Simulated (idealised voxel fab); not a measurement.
voxel transistor to metal: a process module
Each square cell in cross-section cut measures 5 nm, and the section as a whole is 215 nm wide.
A cross-section is a grid of square cells, given in bands from the top down. A band is one or more rows of cells. Top height, bottom height, nm. Materials left to right, width each, nm. Single material + "all across" = fills band edge to edge. "blank" = empty. Height 0 is the level under which the wafer as received is all one material. The lowest band goes on downwards, as in "top 0, no bottom". Width: "30 to 40" (first number = top row, second number = bottom row, same change from row to row of cells). "all unchanged" for a step: no cell of the cross-section changed in that step. "Unvented internal voids": empty spaces of 8 cells or more with no open way to the top, each given as width x height at distance, distance from the left edge, all in nm. Note: text after step settings on the step line = simulator remark on that step. Among the settings permitted on a step's line is "overlay nm"; applied to a step with a mask, it specifies the extent to which the mask lay to the right of its planned position, whereas a negative figure signifies a position to the left.

-- Planned step list for the process
1,op RECEIVE | material Si
2,op OXIDIZE | depth nm 5
3,op CONFORMAL_DEP | material SiN | thk nm 10
4,op DIRECTIONAL_DEP | material aC | thk nm 10
5,op PATTERN | tone cover | mask id ACTIVE | material resist | width nm 110 | thk nm 25 | overlay nm 0
6,op DIRECTIONAL_ETCH | etch materials aC | depth nm 10
7,op STRIP | etch materials resist
8,op DIRECTIONAL_ETCH | etch materials SiN | depth nm 10
9,op DIRECTIONAL_ETCH | etch materials SiO2 | depth nm 5
10,op DIRECTIONAL_ETCH | etch materials Si | depth nm 35
11,op STRIP | etch materials aC
12,op OXIDIZE | depth nm 5
13,op FILL_DEP | material SiO2 | thk nm 10
14,op CMP | height nm 10
15,op SELECTIVE_ETCH | etch materials SiO2 | depth nm 10
16,op STRIP | etch materials SiN
17,op SELECTIVE_ETCH | etch materials SiO2 | depth nm 5
18,op OXIDIZE | depth nm 5
19,op DIRECTIONAL_DEP | material polySi | thk nm 25
20,op DIRECTIONAL_DEP | material SiCN | thk nm 10
21,op MASKED_ETCH | tone cover | mask id GATE | width nm 30 | etch materials SiCN | depth nm 20 | overlay nm 0
22,op MASKED_ETCH | tone cover | mask id GATE | width nm 30 | etch materials polySi | depth nm 35 | overlay nm 0
23,op CONFORMAL_DEP | material SiO2 | thk nm 5
24,op DIRECTIONAL_ETCH | etch materials SiO2 | depth nm 5
25,op CONFORMAL_DEP | material SiN | thk nm 5
26,op DIRECTIONAL_ETCH | etch materials SiN | depth nm 5
27,op DIRECTIONAL_ETCH | etch materials SiO2 | depth nm 5
28,op DIRECTIONAL_ETCH | etch materials Si | depth nm 15
29,op EPI | material SiGe | thk nm 20
30,op FILL_DEP | material SiO2 | thk nm 5
31,op CMP | height nm 20
32,op STRIP | etch materials polySi
33,op SELECTIVE_ETCH | etch materials SiO2 | depth nm 5
34,op CONFORMAL_DEP | material HfO2 | thk nm 5
35,op CONFORMAL_DEP | material TiN | thk nm 5
36,op FILL_DEP | material W | thk nm 10
37,op CMP | height nm 15
38,op DIRECTIONAL_DEP | material SiO2 | thk nm 10
39,op PATTERN | tone open | mask id CONTACT | material resist | width nm 15 | pitch nm 75 | thk nm 15 | overlay nm 0
40,op DIRECTIONAL_ETCH | etch materials SiO2 | depth nm 15
41,op STRIP | etch materials resist
42,op CONFORMAL_DEP | material TiN | thk nm 5
43,op FILL_DEP | material W | thk nm 10
44,op CMP | height nm 25
45,op CONFORMAL_DEP | material SiCN | thk nm 5
46,op DIRECTIONAL_DEP | material lowk | thk nm 25
47,op MASKED_ETCH | tone open | mask id METAL_1 | width nm 15 | pitch nm 75 | etch materials lowk | depth nm 25 | overlay nm 0
48,op MASKED_ETCH | tone open | mask id METAL_1 | width nm 15 | pitch nm 75 | etch materials SiCN | depth nm 5 | overlay nm 0
49,op CONFORMAL_DEP | material TiN | thk nm 5
50,op FILL_DEP | material W | thk nm 10
51,op CMP | height nm 55
52,op CONFORMAL_DEP | material SiCN | thk nm 5

-- First out of two wafers; run went to plan

-- Cross-sectional view of the wafer in its as-received condition, corresponding to the state after step 1
    top 0, no bottom = Si all across
    Unvented internal voids: none

-- Step 2 complete: cross-section through the wafer
    top 0, bottom -5 = SiO2 all across
    Everything under -5 stays put, no change at all.

-- Step 3 complete: cross-section through the wafer
    top 10, bottom 0 = SiN all across
    Everything under 0 stays put, no change at all.

-- Step 4 complete: cross-section through the wafer
    top 20, bottom 10 = aC all across
    Everything under 10 stays put, no change at all.

-- Step 5 complete: cross-section through the wafer
    top 45, bottom 20 = blank 50 | resist 110 | blank 55
    Everything under 20 stays put, no change at all.

-- Step 6 complete: cross-section through the wafer
    top 35, bottom 20 = blank 50 | resist 110 | blank 55
    top 20, bottom 10 = blank 50 | aC 110 | blank 55
    Everything under 10 stays put, no change at all.

-- Step 7 complete: cross-section through the wafer
    top 20, bottom 10 = blank 50 | aC 110 | blank 55
    Everything under 10 stays put, no change at all.

-- Step 8 complete: cross-section through the wafer
    top 20, bottom 10 = blank 50 | aC 110 | blank 55
    top 10, bottom 0 = blank 50 | SiN 110 | blank 55
    Everything under 0 stays put, no change at all.

-- Step 9 complete: cross-section through the wafer
    top 20, bottom 10 = blank 50 | aC 110 | blank 55
    top 10, bottom 0 = blank 50 | SiN 110 | blank 55
    top 0, bottom -5 = blank 50 | SiO2 110 | blank 55
    Everything under -5 stays put, no change at all.

-- Step 10 complete: cross-section through the wafer
    top 20, bottom 10 = blank 50 | aC 110 | blank 55
    top 10, bottom 0 = blank 50 | SiN 110 | blank 55
    top 0, bottom -5 = blank 50 | SiO2 110 | blank 55
    top -5, bottom -40 = blank 50 | Si 110 | blank 55
    Everything under -40 stays put, no change at all.

-- Step 11 complete: cross-section through the wafer
    top 10, bottom 0 = blank 50 | SiN 110 | blank 55
    Everything under 0 stays put, no change at all.

-- Step 12 complete: cross-section through the wafer
    top 10, bottom 0 = blank 50 | SiN 110 | blank 55
    top 0, bottom -5 = blank 50 | SiO2 110 | blank 55
    top -5, bottom -40 = blank 50 | SiO2 5 | Si 100 | SiO2 5 | blank 55
    top -40, bottom -45 = SiO2 55 | Si 100 | SiO2 60
    Everything under -45 stays put, no change at all.

-- Step 13 complete: cross-section through the wafer
    top 20, bottom 10 = SiO2 all across
    top 10, bottom 0 = SiO2 50 | SiN 110 | SiO2 55
    top 0, bottom -5 = SiO2 all across
    top -5, bottom -45 = SiO2 55 | Si 100 | SiO2 60
    Everything under -45 stays put, no change at all.

-- Step 14 complete: cross-section through the wafer
    top 10, bottom 0 = SiO2 50 | SiN 110 | SiO2 55
    Everything under 0 stays put, no change at all.

-- Step 15 complete: cross-section through the wafer
    top 10, bottom 0 = blank 50 | SiN 110 | blank 55
    Everything under 0 stays put, no change at all.

-- Step 16 complete: cross-section through the wafer
    top 0, bottom -5 = SiO2 all across
    Everything under -5 stays put, no change at all.

-- Step 17 complete: cross-section through the wafer
    top -5, bottom -45 = SiO2 55 | Si 100 | SiO2 60
    Everything under -45 stays put, no change at all.

-- Step 18 complete: cross-section through the wafer
    top -5, bottom -10 = SiO2 all across
    Everything under -10 stays put, no change at all.

-- Step 19 complete: cross-section through the wafer
    top 20, bottom -5 = polySi all across
    Everything under -5 stays put, no change at all.

-- Step 20 complete: cross-section through the wafer
    top 30, bottom 20 = SiCN all across
    Everything under 20 stays put, no change at all.

-- Step 21 complete: cross-section through the wafer
    top 30, bottom 20 = blank 90 | SiCN 30 | blank 95
    Everything under 20 stays put, no change at all.

-- Step 22 complete: cross-section through the wafer
    top 30, bottom 20 = blank 90 | SiCN 30 | blank 95
    top 20, bottom -5 = blank 90 | polySi 30 | blank 95
    Everything under -5 stays put, no change at all.

-- Step 23 complete: cross-section through the wafer
    top 35, bottom 30 = blank 85 | SiO2 40 | blank 90
    top 30, bottom 20 = blank 85 | SiO2 5 | SiCN 30 | SiO2 5 | blank 90
    top 20, bottom 0 = blank 85 | SiO2 5 | polySi 30 | SiO2 5 | blank 90
    top 0, bottom -5 = SiO2 90 | polySi 30 | SiO2 95
    Everything under -5 stays put, no change at all.

-- Step 24 complete: cross-section through the wafer
    top 30, bottom 20 = blank 85 | SiO2 5 | SiCN 30 | SiO2 5 | blank 90
    top 20, bottom -5 = blank 85 | SiO2 5 | polySi 30 | SiO2 5 | blank 90
    Everything under -5 stays put, no change at all.

-- Step 25 complete: cross-section through the wafer
    top 35, bottom 30 = blank 80 | SiN 50 | blank 85
    top 30, bottom 20 = blank 80 | SiN 5 | SiO2 5 | SiCN 30 | SiO2 5 | SiN 5 | blank 85
    top 20, bottom 0 = blank 80 | SiN 5 | SiO2 5 | polySi 30 | SiO2 5 | SiN 5 | blank 85
    top 0, bottom -5 = SiN 85 | SiO2 5 | polySi 30 | SiO2 5 | SiN 90
    Everything under -5 stays put, no change at all.

-- Step 26 complete: cross-section through the wafer
    top 30, bottom 20 = blank 80 | SiN 5 | SiO2 5 | SiCN 30 | SiO2 5 | SiN 5 | blank 85
    top 20, bottom -5 = blank 80 | SiN 5 | SiO2 5 | polySi 30 | SiO2 5 | SiN 5 | blank 85
    Everything under -5 stays put, no change at all.

-- Step 27 complete: cross-section through the wafer
    top 30, bottom 25 = blank 80 | SiN 5 | blank 5 | SiCN 30 | blank 5 | SiN 5 | blank 85
    top 25, bottom 20 = blank 80 | SiN 5 | SiO2 5 | SiCN 30 | SiO2 5 | SiN 5 | blank 85
    top 20, bottom -5 = blank 80 | SiN 5 | SiO2 5 | polySi 30 | SiO2 5 | SiN 5 | blank 85
    top -5, bottom -10 = blank 80 | SiO2 50 | blank 85
    Everything under -10 stays put, no change at all.

-- Step 28 complete: cross-section through the wafer
    top 30, bottom 25 = blank 80 | SiN 5 | blank 5 | SiCN 30 | blank 5 | SiN 5 | blank 85
    top 25, bottom 20 = blank 80 | SiN 5 | SiO2 5 | SiCN 30 | SiO2 5 | SiN 5 | blank 85
    top 20, bottom -5 = blank 80 | SiN 5 | SiO2 5 | polySi 30 | SiO2 5 | SiN 5 | blank 85
    top -5, bottom -10 = blank 80 | SiO2 50 | blank 85
    top -10, bottom -25 = SiO2 55 | blank 25 | Si 50 | blank 25 | SiO2 60
    Everything under -25 stays put, no change at all.

-- Step 29 complete: cross-section through the wafer
    top 30, bottom 25 = blank 80 | SiN 5 | blank 5 | SiCN 30 | blank 5 | SiN 5 | blank 85
    top 25, bottom 20 = blank 80 | SiN 5 | SiO2 5 | SiCN 30 | SiO2 5 | SiN 5 | blank 85
    top 20, bottom 10 = blank 80 | SiN 5 | SiO2 5 | polySi 30 | SiO2 5 | SiN 5 | blank 85
    top 10, bottom -5 = blank 60 | SiGe 20 | SiN 5 | SiO2 5 | polySi 30 | SiO2 5 | SiN 5 | SiGe 20 | blank 65
    top -5, bottom -10 = blank 50 | SiGe 30 | SiO2 50 | SiGe 30 | blank 55
    top -10, bottom -25 = SiO2 55 | SiGe 25 | Si 50 | SiGe 25 | SiO2 60
    Everything under -25 stays put, no change at all.

-- Step 30 complete: cross-section through the wafer
    top 35, bottom 30 = SiO2 all across
    top 30, bottom 20 = SiO2 80 | SiN 5 | SiO2 5 | SiCN 30 | SiO2 5 | SiN 5 | SiO2 85
    top 20, bottom 10 = SiO2 80 | SiN 5 | SiO2 5 | polySi 30 | SiO2 5 | SiN 5 | SiO2 85
    top 10, bottom -5 = SiO2 60 | SiGe 20 | SiN 5 | SiO2 5 | polySi 30 | SiO2 5 | SiN 5 | SiGe 20 | SiO2 65
    top -5, bottom -10 = SiO2 50 | SiGe 30 | SiO2 50 | SiGe 30 | SiO2 55
    Everything under -10 stays put, no change at all.

-- Step 31 complete: cross-section through the wafer
    top 20, bottom 10 = SiO2 80 | SiN 5 | SiO2 5 | polySi 30 | SiO2 5 | SiN 5 | SiO2 85
    Everything under 10 stays put, no change at all.

-- Step 32 complete: cross-section through the wafer
    top 20, bottom 10 = SiO2 80 | SiN 5 | SiO2 5 | blank 30 | SiO2 5 | SiN 5 | SiO2 85
    top 10, bottom -5 = SiO2 60 | SiGe 20 | SiN 5 | SiO2 5 | blank 30 | SiO2 5 | SiN 5 | SiGe 20 | SiO2 65
    Everything under -5 stays put, no change at all.

-- Step 33 complete: cross-section through the wafer
    top 20, bottom 15 = blank 80 | SiN 5 | blank 40 | SiN 5 | blank 85
    top 15, bottom 10 = SiO2 80 | SiN 5 | blank 40 | SiN 5 | SiO2 85
    top 10, bottom -5 = SiO2 60 | SiGe 20 | SiN 5 | blank 40 | SiN 5 | SiGe 20 | SiO2 65
    top -5, bottom -10 = SiO2 50 | SiGe 30 | SiO2 5 | blank 40 | SiO2 5 | SiGe 30 | SiO2 55
    Everything under -10 stays put, no change at all.

-- Step 34 complete: cross-section through the wafer
    top 25, bottom 20 = blank 75 | HfO2 15 | blank 30 | HfO2 15 | blank 80
    top 20, bottom 15 = HfO2 80 | SiN 5 | HfO2 5 | blank 30 | HfO2 5 | SiN 5 | HfO2 85
    top 15, bottom 10 = SiO2 80 | SiN 5 | HfO2 5 | blank 30 | HfO2 5 | SiN 5 | SiO2 85
    top 10, bottom -5 = SiO2 60 | SiGe 20 | SiN 5 | HfO2 5 | blank 30 | HfO2 5 | SiN 5 | SiGe 20 | SiO2 65
    top -5, bottom -10 = SiO2 50 | SiGe 30 | SiO2 5 | HfO2 40 | SiO2 5 | SiGe 30 | SiO2 55
    Everything under -10 stays put, no change at all.

-- Step 35 complete: cross-section through the wafer
    top 30, bottom 25 = blank 70 | TiN 25 | blank 20 | TiN 25 | blank 75
    top 25, bottom 20 = TiN 75 | HfO2 15 | TiN 5 | blank 20 | TiN 5 | HfO2 15 | TiN 80
    top 20, bottom 15 = HfO2 80 | SiN 5 | HfO2 5 | TiN 5 | blank 20 | TiN 5 | HfO2 5 | SiN 5 | HfO2 85
    top 15, bottom 10 = SiO2 80 | SiN 5 | HfO2 5 | TiN 5 | blank 20 | TiN 5 | HfO2 5 | SiN 5 | SiO2 85
    top 10, bottom 0 = SiO2 60 | SiGe 20 | SiN 5 | HfO2 5 | TiN 5 | blank 20 | TiN 5 | HfO2 5 | SiN 5 | SiGe 20 | SiO2 65
    top 0, bottom -5 = SiO2 60 | SiGe 20 | SiN 5 | HfO2 5 | TiN 30 | HfO2 5 | SiN 5 | SiGe 20 | SiO2 65
    Everything under -5 stays put, no change at all.

-- Step 36 complete: cross-section through the wafer
    top 40, bottom 30 = W all across
    top 30, bottom 25 = W 70 | TiN 25 | W 20 | TiN 25 | W 75
    top 25, bottom 20 = TiN 75 | HfO2 15 | TiN 5 | W 20 | TiN 5 | HfO2 15 | TiN 80
    top 20, bottom 15 = HfO2 80 | SiN 5 | HfO2 5 | TiN 5 | W 20 | TiN 5 | HfO2 5 | SiN 5 | HfO2 85
    top 15, bottom 10 = SiO2 80 | SiN 5 | HfO2 5 | TiN 5 | W 20 | TiN 5 | HfO2 5 | SiN 5 | SiO2 85
    top 10, bottom 0 = SiO2 60 | SiGe 20 | SiN 5 | HfO2 5 | TiN 5 | W 20 | TiN 5 | HfO2 5 | SiN 5 | SiGe 20 | SiO2 65
    Everything under 0 stays put, no change at all.

-- Step 37 complete: cross-section through the wafer
    top 15, bottom 10 = SiO2 80 | SiN 5 | HfO2 5 | TiN 5 | W 20 | TiN 5 | HfO2 5 | SiN 5 | SiO2 85
    Everything under 10 stays put, no change at all.

-- Step 38 complete: cross-section through the wafer
    top 25, bottom 15 = SiO2 all across
    Everything under 15 stays put, no change at all.

-- Step 39 complete: cross-section through the wafer
    top 40, bottom 25 = resist 60 | blank 15 | resist 60 | blank 15 | resist 65
    Everything under 25 stays put, no change at all.

-- Step 40 complete: cross-section through the wafer
    top 40, bottom 25 = resist 60 | blank 15 | resist 60 | blank 15 | resist 65
    top 25, bottom 15 = SiO2 60 | blank 15 | SiO2 60 | blank 15 | SiO2 65
    top 15, bottom 10 = SiO2 60 | blank 15 | SiO2 5 | SiN 5 | HfO2 5 | TiN 5 | W 20 | TiN 5 | HfO2 5 | SiN 5 | SiO2 5 | blank 15 | SiO2 65
    Everything under 10 stays put, no change at all.

-- Step 41 complete: cross-section through the wafer
    top 25, bottom 15 = SiO2 60 | blank 15 | SiO2 60 | blank 15 | SiO2 65
    Everything under 15 stays put, no change at all.

-- Step 42 complete: cross-section through the wafer
    top 30, bottom 25 = TiN 65 | blank 5 | TiN 70 | blank 5 | TiN 70
    top 25, bottom 15 = SiO2 60 | TiN 5 | blank 5 | TiN 5 | SiO2 60 | TiN 5 | blank 5 | TiN 5 | SiO2 65
    top 15, bottom 10 = SiO2 60 | TiN 15 | SiO2 5 | SiN 5 | HfO2 5 | TiN 5 | W 20 | TiN 5 | HfO2 5 | SiN 5 | SiO2 5 | TiN 15 | SiO2 65
    Everything under 10 stays put, no change at all.

-- Step 43 complete: cross-section through the wafer
    top 40, bottom 30 = W all across
    top 30, bottom 25 = TiN 65 | W 5 | TiN 70 | W 5 | TiN 70
    top 25, bottom 15 = SiO2 60 | TiN 5 | W 5 | TiN 5 | SiO2 60 | TiN 5 | W 5 | TiN 5 | SiO2 65
    Everything under 15 stays put, no change at all.

-- Step 44 complete: cross-section through the wafer
    top 25, bottom 15 = SiO2 60 | TiN 5 | W 5 | TiN 5 | SiO2 60 | TiN 5 | W 5 | TiN 5 | SiO2 65
    Everything under 15 stays put, no change at all.

-- Step 45 complete: cross-section through the wafer
    top 30, bottom 25 = SiCN all across
    Everything under 25 stays put, no change at all.

-- Step 46 complete: cross-section through the wafer
    top 55, bottom 30 = lowk all across
    Everything under 30 stays put, no change at all.

-- Step 47 complete: cross-section through the wafer
    top 55, bottom 30 = lowk 60 | blank 15 | lowk 60 | blank 15 | lowk 65
    Everything under 30 stays put, no change at all.

-- Step 48 complete: cross-section through the wafer
    top 55, bottom 30 = lowk 60 | blank 15 | lowk 60 | blank 15 | lowk 65
    top 30, bottom 25 = SiCN 60 | blank 15 | SiCN 60 | blank 15 | SiCN 65
    Everything under 25 stays put, no change at all.

-- Step 49 complete: cross-section through the wafer
    top 60, bottom 55 = TiN 65 | blank 5 | TiN 70 | blank 5 | TiN 70
    top 55, bottom 30 = lowk 60 | TiN 5 | blank 5 | TiN 5 | lowk 60 | TiN 5 | blank 5 | TiN 5 | lowk 65
    top 30, bottom 25 = SiCN 60 | TiN 15 | SiCN 60 | TiN 15 | SiCN 65
    Everything under 25 stays put, no change at all.

-- Step 50 complete: cross-section through the wafer
    top 70, bottom 60 = W all across
    top 60, bottom 55 = TiN 65 | W 5 | TiN 70 | W 5 | TiN 70
    top 55, bottom 30 = lowk 60 | TiN 5 | W 5 | TiN 5 | lowk 60 | TiN 5 | W 5 | TiN 5 | lowk 65
    Everything under 30 stays put, no change at all.

-- Step 51 complete: cross-section through the wafer
    top 55, bottom 30 = lowk 60 | TiN 5 | W 5 | TiN 5 | lowk 60 | TiN 5 | W 5 | TiN 5 | lowk 65
    Everything under 30 stays put, no change at all.

-- Step 52 complete: cross-section through the wafer
    top 60, bottom 55 = SiCN all across
    Everything under 55 stays put, no change at all.

-- Second wafer, same starting conditions and recipe as the first, one mistake in executing it, nothing differs from the first up to and including step 27

-- Cross-sectional representation of the second wafer at the time designated in the plan for the completion of step 28
    top 30, bottom 25 = blank 80 | SiN 5 | blank 5 | SiCN 30 | blank 5 | SiN 5 | blank 85
    top 25, bottom 20 = blank 80 | SiN 5 | SiO2 5 | SiCN 30 | SiO2 5 | SiN 5 | blank 85
    top 20, bottom -5 = blank 80 | SiN 5 | SiO2 5 | polySi 30 | SiO2 5 | SiN 5 | blank 85
    top -5, bottom -10 = blank 80 | SiO2 50 | blank 85
    top -10, bottom -20 = SiO2 55 | blank 25 | Si 50 | blank 25 | SiO2 60
    Everything under -20 stays put, no change at all.

-- Cross-sectional representation of the second wafer at the time designated in the plan for the completion of step 29
    top 30, bottom 25 = blank 80 | SiN 5 | blank 5 | SiCN 30 | blank 5 | SiN 5 | blank 85
    top 25, bottom 20 = blank 80 | SiN 5 | SiO2 5 | SiCN 30 | SiO2 5 | SiN 5 | blank 85
    top 20, bottom 10 = blank 80 | SiN 5 | SiO2 5 | polySi 30 | SiO2 5 | SiN 5 | blank 85
    top 10, bottom 0 = blank 60 | SiGe 20 | SiN 5 | SiO2 5 | polySi 30 | SiO2 5 | SiN 5 | SiGe 20 | blank 65
    top 0, bottom -5 = blank 45 | SiGe 35 | SiN 5 | SiO2 5 | polySi 30 | SiO2 5 | SiN 5 | SiGe 35 | blank 50
    top -5, bottom -10 = blank 45 | SiGe 35 | SiO2 50 | SiGe 35 | blank 50
    top -10, bottom -20 = SiO2 55 | SiGe 25 | Si 50 | SiGe 25 | SiO2 60
    Everything under -20 stays put, no change at all.

-- Cross-sectional representation of the second wafer at the time designated in the plan for the completion of step 30
    top 35, bottom 30 = SiO2 all across
    top 30, bottom 20 = SiO2 80 | SiN 5 | SiO2 5 | SiCN 30 | SiO2 5 | SiN 5 | SiO2 85
    top 20, bottom 10 = SiO2 80 | SiN 5 | SiO2 5 | polySi 30 | SiO2 5 | SiN 5 | SiO2 85
    top 10, bottom 0 = SiO2 60 | SiGe 20 | SiN 5 | SiO2 5 | polySi 30 | SiO2 5 | SiN 5 | SiGe 20 | SiO2 65
    top 0, bottom -5 = SiO2 45 | SiGe 35 | SiN 5 | SiO2 5 | polySi 30 | SiO2 5 | SiN 5 | SiGe 35 | SiO2 50
    top -5, bottom -10 = SiO2 45 | SiGe 35 | SiO2 50 | SiGe 35 | SiO2 50
    Everything under -10 stays put, no change at all.

-- Cross-sectional representation of the second wafer at the time designated in the plan for the completion of step 31
    top 20, bottom 10 = SiO2 80 | SiN 5 | SiO2 5 | polySi 30 | SiO2 5 | SiN 5 | SiO2 85
    Everything under 10 stays put, no change at all.

-- Cross-sectional representation of the second wafer at the time designated in the plan for the completion of step 32
    top 20, bottom 10 = SiO2 80 | SiN 5 | SiO2 5 | blank 30 | SiO2 5 | SiN 5 | SiO2 85
    top 10, bottom 0 = SiO2 60 | SiGe 20 | SiN 5 | SiO2 5 | blank 30 | SiO2 5 | SiN 5 | SiGe 20 | SiO2 65
    top 0, bottom -5 = SiO2 45 | SiGe 35 | SiN 5 | SiO2 5 | blank 30 | SiO2 5 | SiN 5 | SiGe 35 | SiO2 50
    Everything under -5 stays put, no change at all.

-- Cross-sectional representation of the second wafer at the time designated in the plan for the completion of step 33
    top 20, bottom 15 = blank 80 | SiN 5 | blank 40 | SiN 5 | blank 85
    top 15, bottom 10 = SiO2 80 | SiN 5 | blank 40 | SiN 5 | SiO2 85
    top 10, bottom 0 = SiO2 60 | SiGe 20 | SiN 5 | blank 40 | SiN 5 | SiGe 20 | SiO2 65
    top 0, bottom -5 = SiO2 45 | SiGe 35 | SiN 5 | blank 40 | SiN 5 | SiGe 35 | SiO2 50
    top -5, bottom -10 = SiO2 45 | SiGe 35 | SiO2 5 | blank 40 | SiO2 5 | SiGe 35 | SiO2 50
    Everything under -10 stays put, no change at all.

-- Cross-sectional representation of the second wafer at the time designated in the plan for the completion of step 34
    top 25, bottom 20 = blank 75 | HfO2 15 | blank 30 | HfO2 15 | blank 80
    top 20, bottom 15 = HfO2 80 | SiN 5 | HfO2 5 | blank 30 | HfO2 5 | SiN 5 | HfO2 85
    top 15, bottom 10 = SiO2 80 | SiN 5 | HfO2 5 | blank 30 | HfO2 5 | SiN 5 | SiO2 85
    top 10, bottom 0 = SiO2 60 | SiGe 20 | SiN 5 | HfO2 5 | blank 30 | HfO2 5 | SiN 5 | SiGe 20 | SiO2 65
    top 0, bottom -5 = SiO2 45 | SiGe 35 | SiN 5 | HfO2 5 | blank 30 | HfO2 5 | SiN 5 | SiGe 35 | SiO2 50
    top -5, bottom -10 = SiO2 45 | SiGe 35 | SiO2 5 | HfO2 40 | SiO2 5 | SiGe 35 | SiO2 50
    Everything under -10 stays put, no change at all.

-- Cross-sectional representation of the second wafer at the time designated in the plan for the completion of step 35
    top 30, bottom 25 = blank 70 | TiN 25 | blank 20 | TiN 25 | blank 75
    top 25, bottom 20 = TiN 75 | HfO2 15 | TiN 5 | blank 20 | TiN 5 | HfO2 15 | TiN 80
    top 20, bottom 15 = HfO2 80 | SiN 5 | HfO2 5 | TiN 5 | blank 20 | TiN 5 | HfO2 5 | SiN 5 | HfO2 85
    top 15, bottom 10 = SiO2 80 | SiN 5 | HfO2 5 | TiN 5 | blank 20 | TiN 5 | HfO2 5 | SiN 5 | SiO2 85
    top 10, bottom 0 = SiO2 60 | SiGe 20 | SiN 5 | HfO2 5 | TiN 5 | blank 20 | TiN 5 | HfO2 5 | SiN 5 | SiGe 20 | SiO2 65
    top 0, bottom -5 = SiO2 45 | SiGe 35 | SiN 5 | HfO2 5 | TiN 30 | HfO2 5 | SiN 5 | SiGe 35 | SiO2 50
    Everything under -5 stays put, no change at all.

-- Cross-sectional representation of the second wafer at the time designated in the plan for the completion of step 36
    top 40, bottom 30 = W all across
    top 30, bottom 25 = W 70 | TiN 25 | W 20 | TiN 25 | W 75
    top 25, bottom 20 = TiN 75 | HfO2 15 | TiN 5 | W 20 | TiN 5 | HfO2 15 | TiN 80
    top 20, bottom 15 = HfO2 80 | SiN 5 | HfO2 5 | TiN 5 | W 20 | TiN 5 | HfO2 5 | SiN 5 | HfO2 85
    top 15, bottom 10 = SiO2 80 | SiN 5 | HfO2 5 | TiN 5 | W 20 | TiN 5 | HfO2 5 | SiN 5 | SiO2 85
    top 10, bottom 0 = SiO2 60 | SiGe 20 | SiN 5 | HfO2 5 | TiN 5 | W 20 | TiN 5 | HfO2 5 | SiN 5 | SiGe 20 | SiO2 65
    Everything under 0 stays put, no change at all.

-- Cross-sectional representation of the second wafer at the time designated in the plan for the completion of step 37
    top 15, bottom 10 = SiO2 80 | SiN 5 | HfO2 5 | TiN 5 | W 20 | TiN 5 | HfO2 5 | SiN 5 | SiO2 85
    Everything under 10 stays put, no change at all.

-- Cross-sectional representation of the second wafer at the time designated in the plan for the completion of step 38
    top 25, bottom 15 = SiO2 all across
    Everything under 15 stays put, no change at all.

-- Cross-sectional representation of the second wafer at the time designated in the plan for the completion of step 39
    top 40, bottom 25 = resist 60 | blank 15 | resist 60 | blank 15 | resist 65
    Everything under 25 stays put, no change at all.

-- Cross-sectional representation of the second wafer at the time designated in the plan for the completion of step 40
    top 40, bottom 25 = resist 60 | blank 15 | resist 60 | blank 15 | resist 65
    top 25, bottom 15 = SiO2 60 | blank 15 | SiO2 60 | blank 15 | SiO2 65
    top 15, bottom 10 = SiO2 60 | blank 15 | SiO2 5 | SiN 5 | HfO2 5 | TiN 5 | W 20 | TiN 5 | HfO2 5 | SiN 5 | SiO2 5 | blank 15 | SiO2 65
    Everything under 10 stays put, no change at all.

-- Cross-sectional representation of the second wafer at the time designated in the plan for the completion of step 41
    top 25, bottom 15 = SiO2 60 | blank 15 | SiO2 60 | blank 15 | SiO2 65
    Everything under 15 stays put, no change at all.

-- Cross-sectional representation of the second wafer at the time designated in the plan for the completion of step 42
    top 30, bottom 25 = TiN 65 | blank 5 | TiN 70 | blank 5 | TiN 70
    top 25, bottom 15 = SiO2 60 | TiN 5 | blank 5 | TiN 5 | SiO2 60 | TiN 5 | blank 5 | TiN 5 | SiO2 65
    top 15, bottom 10 = SiO2 60 | TiN 15 | SiO2 5 | SiN 5 | HfO2 5 | TiN 5 | W 20 | TiN 5 | HfO2 5 | SiN 5 | SiO2 5 | TiN 15 | SiO2 65
    Everything under 10 stays put, no change at all.

-- Cross-sectional representation of the second wafer at the time designated in the plan for the completion of step 43
    top 40, bottom 30 = W all across
    top 30, bottom 25 = TiN 65 | W 5 | TiN 70 | W 5 | TiN 70
    top 25, bottom 15 = SiO2 60 | TiN 5 | W 5 | TiN 5 | SiO2 60 | TiN 5 | W 5 | TiN 5 | SiO2 65
    Everything under 15 stays put, no change at all.

-- Cross-sectional representation of the second wafer at the time designated in the plan for the completion of step 44
    top 25, bottom 15 = SiO2 60 | TiN 5 | W 5 | TiN 5 | SiO2 60 | TiN 5 | W 5 | TiN 5 | SiO2 65
    Everything under 15 stays put, no change at all.

-- Cross-sectional representation of the second wafer at the time designated in the plan for the completion of step 45
    top 30, bottom 25 = SiCN all across
    Everything under 25 stays put, no change at all.

-- Cross-sectional representation of the second wafer at the time designated in the plan for the completion of step 46
    top 55, bottom 30 = lowk all across
    Everything under 30 stays put, no change at all.

-- Cross-sectional representation of the second wafer at the time designated in the plan for the completion of step 47
    top 55, bottom 30 = lowk 60 | blank 15 | lowk 60 | blank 15 | lowk 65
    Everything under 30 stays put, no change at all.

-- Cross-sectional representation of the second wafer at the time designated in the plan for the completion of step 48
    top 55, bottom 30 = lowk 60 | blank 15 | lowk 60 | blank 15 | lowk 65
    top 30, bottom 25 = SiCN 60 | blank 15 | SiCN 60 | blank 15 | SiCN 65
    Everything under 25 stays put, no change at all.

-- Cross-sectional representation of the second wafer at the time designated in the plan for the completion of step 49
    top 60, bottom 55 = TiN 65 | blank 5 | TiN 70 | blank 5 | TiN 70
    top 55, bottom 30 = lowk 60 | TiN 5 | blank 5 | TiN 5 | lowk 60 | TiN 5 | blank 5 | TiN 5 | lowk 65
    top 30, bottom 25 = SiCN 60 | TiN 15 | SiCN 60 | TiN 15 | SiCN 65
    Everything under 25 stays put, no change at all.

-- Cross-sectional representation of the second wafer at the time designated in the plan for the completion of step 50
    top 70, bottom 60 = W all across
    top 60, bottom 55 = TiN 65 | W 5 | TiN 70 | W 5 | TiN 70
    top 55, bottom 30 = lowk 60 | TiN 5 | W 5 | TiN 5 | lowk 60 | TiN 5 | W 5 | TiN 5 | lowk 65
    Everything under 30 stays put, no change at all.

-- Cross-sectional representation of the second wafer at the time designated in the plan for the completion of step 51
    top 55, bottom 30 = lowk 60 | TiN 5 | W 5 | TiN 5 | lowk 60 | TiN 5 | W 5 | TiN 5 | lowk 65
    Everything under 30 stays put, no change at all.

-- Cross-sectional representation of the second wafer at the time designated in the plan for the completion of step 52
    top 60, bottom 55 = SiCN all across
    Everything under 55 stays put, no change at all.
Misprocessing identified: step 28 off recipe, ran as op DIRECTIONAL_ETCH | etch materials Si | depth nm 10
Counted in cells at the end, the second wafer holds more or fewer of these materials than the first: Si: 10 more, SiGe: 2 fewer, SiO2: 8 fewer
